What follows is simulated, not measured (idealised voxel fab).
process module | voxel wiring stack
cross-section cut | 240 nm wide | cells 5 nm
A cross-section is a grid of square cells, given in bands from the top down. A band is one or more rows of cells.
Each band's line starts with the height of the band's top and of its bottom, in nm. Then come its materials from left to right, each with its width in nm. One material with "throughout" fills the band from edge to edge. "air" is empty space.
Height 0 is the level under which the wafer as received is all one material. The lowest band goes on downwards, as in "0 down".
A width such as "30 to 40" changes by the same amount from each row of cells to the next, from the band's top row to its bottom row.
"no change" after a step means that no cell of the cross-section changed.
closed voids: empty space of 8 cells or more with no open way to the top, each as width x height at its distance from the left edge, in nm
after a step's settings: what the simulator itself notes on the step
overlay nm, on a step with a mask: how far to the right of its planned place the mask lay; to the left if negative
plan
1 op RECEIVE | material Si
2 op CONFORMAL_DEP | material SiO2 | thk nm 10
3 op CONFORMAL_DEP | material SiN | thk nm 5
4 op DIRECTIONAL_DEP | material lowk | thk nm 15
5 op MASKED_ETCH | tone open | mask id METAL_1 | width nm 30 | pitch nm 45 | etch materials lowk | depth nm 15 | overlay nm 0
6 op MASKED_ETCH | tone open | mask id METAL_1 | width nm 30 | pitch nm 45 | etch materials SiN | depth nm 5 | overlay nm 0
7 op CONFORMAL_DEP | material TiN | thk nm 5
8 op FILL_DEP | material Cu | thk nm 5
9 op CMP | height nm 30
10 op CONFORMAL_DEP | material SiCN | thk nm 5
11 op DIRECTIONAL_DEP | material SiO2 | thk nm 10
12 op PATTERN | tone open | mask id PLUG_1 | material resist | width nm 15 | pitch nm 45 | thk nm 20 | overlay nm 0
13 op DIRECTIONAL_ETCH | etch materials SiO2 | depth nm 10
14 op DIRECTIONAL_ETCH | etch materials SiCN | depth nm 5
15 op STRIP | etch materials resist
16 op CONFORMAL_DEP | material TiN | thk nm 5
17 op FILL_DEP | material W | thk nm 5
18 op CMP | height nm 45
19 op DIRECTIONAL_DEP | material TiN | thk nm 5
20 op DIRECTIONAL_DEP | material W | thk nm 15
21 op PATTERN | tone cover | mask id METAL_2 | material resist | width nm 30 | pitch nm 45 | thk nm 20 | overlay nm 0
22 op DIRECTIONAL_ETCH | etch materials W | depth nm 15
23 op DIRECTIONAL_ETCH | etch materials TiN | depth nm 5
24 op STRIP | etch materials resist
25 op FILL_DEP | material lowk | thk nm 10
26 op CMP | height nm 65
27 op CONFORMAL_DEP | material SiCN | thk nm 5
28 op DIRECTIONAL_DEP | material lowk | thk nm 10
29 op PATTERN | tone open | mask id PLUG_2 | material resist | width nm 15 | pitch nm 90 | thk nm 15 | overlay nm 0
30 op DIRECTIONAL_ETCH | etch materials lowk | depth nm 10
31 op DIRECTIONAL_ETCH | etch materials SiCN | depth nm 5
32 op STRIP | etch materials resist
33 op EPI | material Ru | thk nm 10
34 op EPI | material Ru | thk nm 5
35 op CONFORMAL_DEP | material SiCN | thk nm 5
36 op DIRECTIONAL_DEP | material SiO2 | thk nm 20
37 op MASKED_ETCH | tone open | mask id METAL_3 | width nm 30 | pitch nm 45 | etch materials SiO2 | depth nm 20 | overlay nm 0
38 op MASKED_ETCH | tone open | mask id METAL_3 | width nm 30 | pitch nm 45 | etch materials SiCN | depth nm 5 | overlay nm 0
39 op CONFORMAL_DEP | material TiN | thk nm 5
40 op FILL_DEP | material Cu | thk nm 10
41 op CMP | height nm 105
42 op CONFORMAL_DEP | material SiCN | thk nm 5
43 op DIRECTIONAL_DEP | material lowk | thk nm 35
44 op MASKED_ETCH | tone open | mask id METAL_4 | width nm 30 | pitch nm 45 | etch materials lowk | depth nm 20 | overlay nm 0
45 op MASKED_ETCH | tone open | mask id METAL_4_HOLES | width nm 15 | pitch nm 45 | etch materials lowk | depth nm 15 | overlay nm 0
46 op MASKED_ETCH | tone open | mask id METAL_4_HOLES | width nm 15 | pitch nm 45 | etch materials SiCN | depth nm 5 | overlay nm 0
47 op CONFORMAL_DEP | material TiN | thk nm 5
48 op FILL_DEP | material Cu | thk nm 5
49 op CMP | height nm 145
50 op CONFORMAL_DEP | material SiN | thk nm 5
first wafer, as planned
as received, after step 1
  0 down: Si throughout
  closed voids: none
after step 2
  10 to 0: SiO2 throughout
  below 0: unchanged
after step 3
  15 to 10: SiN throughout
  below 10: unchanged
after step 4
  30 to 15: lowk throughout
  below 15: unchanged
after step 5
  30 to 15: lowk 60 | air 30 | lowk 15 | air 30 | lowk 15 | air 30 | lowk 60
  below 15: unchanged
after step 6
  30 to 15: lowk 60 | air 30 | lowk 15 | air 30 | lowk 15 | air 30 | lowk 60
  15 to 10: SiN 60 | air 30 | SiN 15 | air 30 | SiN 15 | air 30 | SiN 60
  below 10: unchanged
after step 7
  35 to 30: TiN 65 | air 20 | TiN 25 | air 20 | TiN 25 | air 20 | TiN 65
  30 to 15: lowk 60 | TiN 5 | air 20 | TiN 5 | lowk 15 | TiN 5 | air 20 | TiN 5 | lowk 15 | TiN 5 | air 20 | TiN 5 | lowk 60
  15 to 10: SiN 60 | TiN 30 | SiN 15 | TiN 30 | SiN 15 | TiN 30 | SiN 60
  below 10: unchanged
after step 8
  40 to 35: Cu throughout
  35 to 30: TiN 65 | Cu 20 | TiN 25 | Cu 20 | TiN 25 | Cu 20 | TiN 65
  30 to 15: lowk 60 | TiN 5 | Cu 20 | TiN 5 | lowk 15 | TiN 5 | Cu 20 | TiN 5 | lowk 15 | TiN 5 | Cu 20 | TiN 5 | lowk 60
  below 15: unchanged
after step 9
  30 to 15: lowk 60 | TiN 5 | Cu 20 | TiN 5 | lowk 15 | TiN 5 | Cu 20 | TiN 5 | lowk 15 | TiN 5 | Cu 20 | TiN 5 | lowk 60
  below 15: unchanged
after step 10
  35 to 30: SiCN throughout
  below 30: unchanged
after step 11
  45 to 35: SiO2 throughout
  below 35: unchanged
after step 12
  65 to 45: resist 60 | air 15 | resist 30 | air 15 | resist 30 | air 15 | resist 75
  below 45: unchanged
after step 13
  65 to 45: resist 60 | air 15 | resist 30 | air 15 | resist 30 | air 15 | resist 75
  45 to 35: SiO2 60 | air 15 | SiO2 30 | air 15 | SiO2 30 | air 15 | SiO2 75
  below 35: unchanged
after step 14
  65 to 45: resist 60 | air 15 | resist 30 | air 15 | resist 30 | air 15 | resist 75
  45 to 35: SiO2 60 | air 15 | SiO2 30 | air 15 | SiO2 30 | air 15 | SiO2 75
  35 to 30: SiCN 60 | air 15 | SiCN 30 | air 15 | SiCN 30 | air 15 | SiCN 75
  below 30: unchanged
after step 15
  45 to 35: SiO2 60 | air 15 | SiO2 30 | air 15 | SiO2 30 | air 15 | SiO2 75
  below 35: unchanged
after step 16
  50 to 45: TiN 65 | air 5 | TiN 40 | air 5 | TiN 40 | air 5 | TiN 80
  45 to 35: SiO2 60 | TiN 5 | air 5 | TiN 5 | SiO2 30 | TiN 5 | air 5 | TiN 5 | SiO2 30 | TiN 5 | air 5 | TiN 5 | SiO2 75
  35 to 30: SiCN 60 | TiN 15 | SiCN 30 | TiN 15 | SiCN 30 | TiN 15 | SiCN 75
  below 30: unchanged
after step 17
  55 to 50: W throughout
  50 to 45: TiN 65 | W 5 | TiN 40 | W 5 | TiN 40 | W 5 | TiN 80
  45 to 35: SiO2 60 | TiN 5 | W 5 | TiN 5 | SiO2 30 | TiN 5 | W 5 | TiN 5 | SiO2 30 | TiN 5 | W 5 | TiN 5 | SiO2 75
  below 35: unchanged
after step 18
  45 to 35: SiO2 60 | TiN 5 | W 5 | TiN 5 | SiO2 30 | TiN 5 | W 5 | TiN 5 | SiO2 30 | TiN 5 | W 5 | TiN 5 | SiO2 75
  below 35: unchanged
after step 19
  50 to 45: TiN throughout
  below 45: unchanged
after step 20
  65 to 50: W throughout
  below 50: unchanged
after step 21
  85 to 65: air 60 | resist 30 | air 15 | resist 30 | air 15 | resist 30 | air 60
  below 65: unchanged
after step 22
  85 to 65: air 60 | resist 30 | air 15 | resist 30 | air 15 | resist 30 | air 60
  65 to 50: air 60 | W 30 | air 15 | W 30 | air 15 | W 30 | air 60
  below 50: unchanged
after step 23
  85 to 65: air 60 | resist 30 | air 15 | resist 30 | air 15 | resist 30 | air 60
  65 to 50: air 60 | W 30 | air 15 | W 30 | air 15 | W 30 | air 60
  50 to 45: air 60 | TiN 30 | air 15 | TiN 30 | air 15 | TiN 30 | air 60
  below 45: unchanged
after step 24
  65 to 50: air 60 | W 30 | air 15 | W 30 | air 15 | W 30 | air 60
  below 50: unchanged
after step 25
  75 to 65: lowk throughout
  65 to 50: lowk 60 | W 30 | lowk 15 | W 30 | lowk 15 | W 30 | lowk 60
  50 to 45: lowk 60 | TiN 30 | lowk 15 | TiN 30 | lowk 15 | TiN 30 | lowk 60
  below 45: unchanged
after step 26
  65 to 50: lowk 60 | W 30 | lowk 15 | W 30 | lowk 15 | W 30 | lowk 60
  below 50: unchanged
after step 27
  70 to 65: SiCN throughout
  below 65: unchanged
after step 28
  80 to 70: lowk throughout
  below 70: unchanged
after step 29
  95 to 80: resist 60 | air 15 | resist 75 | air 15 | resist 75
  below 80: unchanged
after step 30
  95 to 80: resist 60 | air 15 | resist 75 | air 15 | resist 75
  80 to 70: lowk 60 | air 15 | lowk 75 | air 15 | lowk 75
  below 70: unchanged
after step 31
  95 to 80: resist 60 | air 15 | resist 75 | air 15 | resist 75
  80 to 70: lowk 60 | air 15 | lowk 75 | air 15 | lowk 75
  70 to 65: SiCN 60 | air 15 | SiCN 75 | air 15 | SiCN 75
  below 65: unchanged
after step 32
  80 to 70: lowk 60 | air 15 | lowk 75 | air 15 | lowk 75
  below 70: unchanged
after step 33
  80 to 75: lowk 60 | air 15 | lowk 75 | air 15 | lowk 75
  75 to 70: lowk 60 | Ru 15 | lowk 75 | Ru 15 | lowk 75
  70 to 65: SiCN 60 | Ru 15 | SiCN 75 | Ru 15 | SiCN 75
  below 65: unchanged
after step 34
  80 to 70: lowk 60 | Ru 15 | lowk 75 | Ru 15 | lowk 75
  below 70: unchanged
after step 35
  85 to 80: SiCN throughout
  below 80: unchanged
after step 36
  105 to 85: SiO2 throughout
  below 85: unchanged
after step 37
  105 to 85: SiO2 60 | air 30 | SiO2 15 | air 30 | SiO2 15 | air 30 | SiO2 60
  below 85: unchanged
after step 38
  105 to 85: SiO2 60 | air 30 | SiO2 15 | air 30 | SiO2 15 | air 30 | SiO2 60
  85 to 80: SiCN 60 | air 30 | SiCN 15 | air 30 | SiCN 15 | air 30 | SiCN 60
  below 80: unchanged
after step 39
  110 to 105: TiN 65 | air 20 | TiN 25 | air 20 | TiN 25 | air 20 | TiN 65
  105 to 85: SiO2 60 | TiN 5 | air 20 | TiN 5 | SiO2 15 | TiN 5 | air 20 | TiN 5 | SiO2 15 | TiN 5 | air 20 | TiN 5 | SiO2 60
  85 to 80: SiCN 60 | TiN 30 | SiCN 15 | TiN 30 | SiCN 15 | TiN 30 | SiCN 60
  below 80: unchanged
after step 40
  120 to 110: Cu throughout
  110 to 105: TiN 65 | Cu 20 | TiN 25 | Cu 20 | TiN 25 | Cu 20 | TiN 65
  105 to 85: SiO2 60 | TiN 5 | Cu 20 | TiN 5 | SiO2 15 | TiN 5 | Cu 20 | TiN 5 | SiO2 15 | TiN 5 | Cu 20 | TiN 5 | SiO2 60
  below 85: unchanged
after step 41
  105 to 85: SiO2 60 | TiN 5 | Cu 20 | TiN 5 | SiO2 15 | TiN 5 | Cu 20 | TiN 5 | SiO2 15 | TiN 5 | Cu 20 | TiN 5 | SiO2 60
  below 85: unchanged
after step 42
  110 to 105: SiCN throughout
  below 105: unchanged
after step 43
  145 to 110: lowk throughout
  below 110: unchanged
after step 44
  145 to 125: lowk 60 | air 30 | lowk 15 | air 30 | lowk 15 | air 30 | lowk 60
  below 125: unchanged
after step 45
  145 to 125: lowk 60 | air 30 | lowk 15 | air 30 | lowk 15 | air 30 | lowk 60
  125 to 110: lowk 60 | air 15 | lowk 30 | air 15 | lowk 30 | air 15 | lowk 75
  below 110: unchanged
after step 46
  145 to 125: lowk 60 | air 30 | lowk 15 | air 30 | lowk 15 | air 30 | lowk 60
  125 to 110: lowk 60 | air 15 | lowk 30 | air 15 | lowk 30 | air 15 | lowk 75
  110 to 105: SiCN 60 | air 15 | SiCN 30 | air 15 | SiCN 30 | air 15 | SiCN 75
  below 105: unchanged
after step 47
  150 to 145: TiN 65 | air 20 | TiN 25 | air 20 | TiN 25 | air 20 | TiN 65
  145 to 130: lowk 60 | TiN 5 | air 20 | TiN 5 | lowk 15 | TiN 5 | air 20 | TiN 5 | lowk 15 | TiN 5 | air 20 | TiN 5 | lowk 60
  130 to 125: lowk 60 | TiN 5 | air 5 | TiN 20 | lowk 15 | TiN 5 | air 5 | TiN 20 | lowk 15 | TiN 5 | air 5 | TiN 20 | lowk 60
  125 to 110: lowk 60 | TiN 5 | air 5 | TiN 5 | lowk 30 | TiN 5 | air 5 | TiN 5 | lowk 30 | TiN 5 | air 5 | TiN 5 | lowk 75
  110 to 105: SiCN 60 | TiN 15 | SiCN 30 | TiN 15 | SiCN 30 | TiN 15 | SiCN 75
  below 105: unchanged
after step 48
  155 to 150: Cu throughout
  150 to 145: TiN 65 | Cu 20 | TiN 25 | Cu 20 | TiN 25 | Cu 20 | TiN 65
  145 to 130: lowk 60 | TiN 5 | Cu 20 | TiN 5 | lowk 15 | TiN 5 | Cu 20 | TiN 5 | lowk 15 | TiN 5 | Cu 20 | TiN 5 | lowk 60
  130 to 125: lowk 60 | TiN 5 | Cu 5 | TiN 20 | lowk 15 | TiN 5 | Cu 5 | TiN 20 | lowk 15 | TiN 5 | Cu 5 | TiN 20 | lowk 60
  125 to 110: lowk 60 | TiN 5 | Cu 5 | TiN 5 | lowk 30 | TiN 5 | Cu 5 | TiN 5 | lowk 30 | TiN 5 | Cu 5 | TiN 5 | lowk 75
  below 110: unchanged
after step 49
  145 to 130: lowk 60 | TiN 5 | Cu 20 | TiN 5 | lowk 15 | TiN 5 | Cu 20 | TiN 5 | lowk 15 | TiN 5 | Cu 20 | TiN 5 | lowk 60
  below 130: unchanged
after step 50
  150 to 145: SiN throughout
  below 145: unchanged
second wafer: like start, like plan, one mistake. Through step 10 it matches the first wafer
when step 11 should have ended
  45 to 35: W throughout
  below 35: unchanged
when step 12 should have ended
  65 to 45: resist 60 | air 15 | resist 30 | air 15 | resist 30 | air 15 | resist 75
  below 45: unchanged
when step 13 should have ended: no change
when step 14 should have ended: no change
when step 15 should have ended
  45 to 35: W throughout
  below 35: unchanged
when step 16 should have ended
  50 to 45: TiN throughout
  below 45: unchanged
when step 17 should have ended
  55 to 50: W throughout
  below 50: unchanged
when step 18 should have ended
  45 to 35: W throughout
  below 35: unchanged
when step 19 should have ended
  50 to 45: TiN throughout
  below 45: unchanged
when step 20 should have ended
  65 to 50: W throughout
  below 50: unchanged
when step 21 should have ended
  85 to 65: air 60 | resist 30 | air 15 | resist 30 | air 15 | resist 30 | air 60
  below 65: unchanged
when step 22 should have ended
  85 to 65: air 60 | resist 30 | air 15 | resist 30 | air 15 | resist 30 | air 60
  65 to 50: air 60 | W 30 | air 15 | W 30 | air 15 | W 30 | air 60
  below 50: unchanged
when step 23 should have ended
  85 to 65: air 60 | resist 30 | air 15 | resist 30 | air 15 | resist 30 | air 60
  65 to 50: air 60 | W 30 | air 15 | W 30 | air 15 | W 30 | air 60
  50 to 45: air 60 | TiN 30 | air 15 | TiN 30 | air 15 | TiN 30 | air 60
  below 45: unchanged
when step 24 should have ended
  65 to 50: air 60 | W 30 | air 15 | W 30 | air 15 | W 30 | air 60
  below 50: unchanged
when step 25 should have ended
  75 to 65: lowk throughout
  65 to 50: lowk 60 | W 30 | lowk 15 | W 30 | lowk 15 | W 30 | lowk 60
  50 to 45: lowk 60 | TiN 30 | lowk 15 | TiN 30 | lowk 15 | TiN 30 | lowk 60
  below 45: unchanged
when step 26 should have ended
  65 to 50: lowk 60 | W 30 | lowk 15 | W 30 | lowk 15 | W 30 | lowk 60
  below 50: unchanged
when step 27 should have ended
  70 to 65: SiCN throughout
  below 65: unchanged
when step 28 should have ended
  80 to 70: lowk throughout
  below 70: unchanged
when step 29 should have ended
  95 to 80: resist 60 | air 15 | resist 75 | air 15 | resist 75
  below 80: unchanged
when step 30 should have ended
  95 to 80: resist 60 | air 15 | resist 75 | air 15 | resist 75
  80 to 70: lowk 60 | air 15 | lowk 75 | air 15 | lowk 75
  below 70: unchanged
when step 31 should have ended
  95 to 80: resist 60 | air 15 | resist 75 | air 15 | resist 75
  80 to 70: lowk 60 | air 15 | lowk 75 | air 15 | lowk 75
  70 to 65: SiCN 60 | air 15 | SiCN 75 | air 15 | SiCN 75
  below 65: unchanged
when step 32 should have ended
  80 to 70: lowk 60 | air 15 | lowk 75 | air 15 | lowk 75
  below 70: unchanged
when step 33 should have ended
  80 to 75: lowk 60 | air 15 | lowk 75 | air 15 | lowk 75
  75 to 70: lowk 60 | Ru 15 | lowk 75 | Ru 15 | lowk 75
  70 to 65: SiCN 60 | Ru 15 | SiCN 75 | Ru 15 | SiCN 75
  below 65: unchanged
when step 34 should have ended
  80 to 70: lowk 60 | Ru 15 | lowk 75 | Ru 15 | lowk 75
  below 70: unchanged
when step 35 should have ended
  85 to 80: SiCN throughout
  below 80: unchanged
when step 36 should have ended
  105 to 85: SiO2 throughout
  below 85: unchanged
when step 37 should have ended
  105 to 85: SiO2 60 | air 30 | SiO2 15 | air 30 | SiO2 15 | air 30 | SiO2 60
  below 85: unchanged
when step 38 should have ended
  105 to 85: SiO2 60 | air 30 | SiO2 15 | air 30 | SiO2 15 | air 30 | SiO2 60
  85 to 80: SiCN 60 | air 30 | SiCN 15 | air 30 | SiCN 15 | air 30 | SiCN 60
  below 80: unchanged
when step 39 should have ended
  110 to 105: TiN 65 | air 20 | TiN 25 | air 20 | TiN 25 | air 20 | TiN 65
  105 to 85: SiO2 60 | TiN 5 | air 20 | TiN 5 | SiO2 15 | TiN 5 | air 20 | TiN 5 | SiO2 15 | TiN 5 | air 20 | TiN 5 | SiO2 60
  85 to 80: SiCN 60 | TiN 30 | SiCN 15 | TiN 30 | SiCN 15 | TiN 30 | SiCN 60
  below 80: unchanged
when step 40 should have ended
  120 to 110: Cu throughout
  110 to 105: TiN 65 | Cu 20 | TiN 25 | Cu 20 | TiN 25 | Cu 20 | TiN 65
  105 to 85: SiO2 60 | TiN 5 | Cu 20 | TiN 5 | SiO2 15 | TiN 5 | Cu 20 | TiN 5 | SiO2 15 | TiN 5 | Cu 20 | TiN 5 | SiO2 60
  below 85: unchanged
when step 41 should have ended
  105 to 85: SiO2 60 | TiN 5 | Cu 20 | TiN 5 | SiO2 15 | TiN 5 | Cu 20 | TiN 5 | SiO2 15 | TiN 5 | Cu 20 | TiN 5 | SiO2 60
  below 85: unchanged
when step 42 should have ended
  110 to 105: SiCN throughout
  below 105: unchanged
when step 43 should have ended
  145 to 110: lowk throughout
  below 110: unchanged
when step 44 should have ended
  145 to 125: lowk 60 | air 30 | lowk 15 | air 30 | lowk 15 | air 30 | lowk 60
  below 125: unchanged
when step 45 should have ended
  145 to 125: lowk 60 | air 30 | lowk 15 | air 30 | lowk 15 | air 30 | lowk 60
  125 to 110: lowk 60 | air 15 | lowk 30 | air 15 | lowk 30 | air 15 | lowk 75
  below 110: unchanged
when step 46 should have ended
  145 to 125: lowk 60 | air 30 | lowk 15 | air 30 | lowk 15 | air 30 | lowk 60
  125 to 110: lowk 60 | air 15 | lowk 30 | air 15 | lowk 30 | air 15 | lowk 75
  110 to 105: SiCN 60 | air 15 | SiCN 30 | air 15 | SiCN 30 | air 15 | SiCN 75
  below 105: unchanged
when step 47 should have ended
  150 to 145: TiN 65 | air 20 | TiN 25 | air 20 | TiN 25 | air 20 | TiN 65
  145 to 130: lowk 60 | TiN 5 | air 20 | TiN 5 | lowk 15 | TiN 5 | air 20 | TiN 5 | lowk 15 | TiN 5 | air 20 | TiN 5 | lowk 60
  130 to 125: lowk 60 | TiN 5 | air 5 | TiN 20 | lowk 15 | TiN 5 | air 5 | TiN 20 | lowk 15 | TiN 5 | air 5 | TiN 20 | lowk 60
  125 to 110: lowk 60 | TiN 5 | air 5 | TiN 5 | lowk 30 | TiN 5 | air 5 | TiN 5 | lowk 30 | TiN 5 | air 5 | TiN 5 | lowk 75
  110 to 105: SiCN 60 | TiN 15 | SiCN 30 | TiN 15 | SiCN 30 | TiN 15 | SiCN 75
  below 105: unchanged
when step 48 should have ended
  155 to 150: Cu throughout
  150 to 145: TiN 65 | Cu 20 | TiN 25 | Cu 20 | TiN 25 | Cu 20 | TiN 65
  145 to 130: lowk 60 | TiN 5 | Cu 20 | TiN 5 | lowk 15 | TiN 5 | Cu 20 | TiN 5 | lowk 15 | TiN 5 | Cu 20 | TiN 5 | lowk 60
  130 to 125: lowk 60 | TiN 5 | Cu 5 | TiN 20 | lowk 15 | TiN 5 | Cu 5 | TiN 20 | lowk 15 | TiN 5 | Cu 5 | TiN 20 | lowk 60
  125 to 110: lowk 60 | TiN 5 | Cu 5 | TiN 5 | lowk 30 | TiN 5 | Cu 5 | TiN 5 | lowk 30 | TiN 5 | Cu 5 | TiN 5 | lowk 75
  below 110: unchanged
when step 49 should have ended
  145 to 130: lowk 60 | TiN 5 | Cu 20 | TiN 5 | lowk 15 | TiN 5 | Cu 20 | TiN 5 | lowk 15 | TiN 5 | Cu 20 | TiN 5 | lowk 60
  below 130: unchanged
when step 50 should have ended
  150 to 145: SiN throughout
  below 145: unchanged
what went wrong: step 11 ran as: op DIRECTIONAL_DEP | material W | thk nm 10
at the end the second wafer has, in cells: 9 more of SiCN | 78 fewer of SiO2 | 21 fewer of TiN | 90 more of W
